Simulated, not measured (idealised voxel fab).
Name of the process module below: voxel fin reveal
The cross-section shown here is cut; it is 275 nm wide and divided into square cells measuring 5 nm on a side.
A cross-section is written here as square cells arranged in a grid, and it is given in bands from the top down, each band taking up one or more rows of cells. Top height, bottom height, nm. Materials left to right, width each, nm. Single material + "all across" = fills band edge to edge. "air" = empty. The level at which height equals 0 is the one under which the wafer, as it arrives, is entirely one material. No lower edge exists for the bottom band, which continues downward and is notated as in "z 0 and below". The notation "30..40" denotes a width that varies across the rows of cells in the band, beginning at the first number in the top row, finishing at the second number in the bottom row, and changing by an identical amount from each row to the next. It should be understood that the words "no change occurred", when stated for a given step, signify that the cross-section underwent no change in any of its cells during that step. Enclosed voids (no open way to top), threshold 8 cells or more, entry "Enclosed void entries", notation width x height at distance, distance from left edge, nm. Note: text after step settings on the step line = simulator remark on that step. You can add "overlay nm" to a step's line. For a step with a mask, it describes how far the mask lay to the right of its planned position, and a negative number describes a lay to the left.
**List of planned process steps**
1: RECEIVE: material Si
2: CONFORMAL_DEP: material SiN, thk nm 10
3: MASKED_ETCH: tone cover, mask id FINS, width nm 15, pitch nm 40, etch materials SiN, depth nm 10, overlay nm 0
4: MASKED_ETCH: tone cover, mask id FINS, width nm 15, pitch nm 40, etch materials Si, depth nm 30, overlay nm 0
5: FILL_DEP: material SiO2, thk nm 15
6: CMP: height nm 10
7: SELECTIVE_ETCH: etch materials SiO2, depth nm 20
8: STRIP: etch materials SiN
**as received, after step 1**
  z 0 and below | Si all across
  Enclosed void entries: none
**Same starting wafer, same plan as above, one mistake in the execution; this is the cross-section at the end of the module**
  z 0 to -10 | air: 70 / Si: 15 / air: 25 / Si: 15 / air: 25 / Si: 15 / air: 25 / Si: 15 / air: 70
  z -10 to -60 | SiO2: 70 / Si: 15 / SiO2: 25 / Si: 15 / SiO2: 25 / Si: 15 / SiO2: 25 / Si: 15 / SiO2: 70
  z -60 and below | Si all across
  Enclosed void entries: none
Where did the run depart from the plan? yeah, plan step 4 got run twice
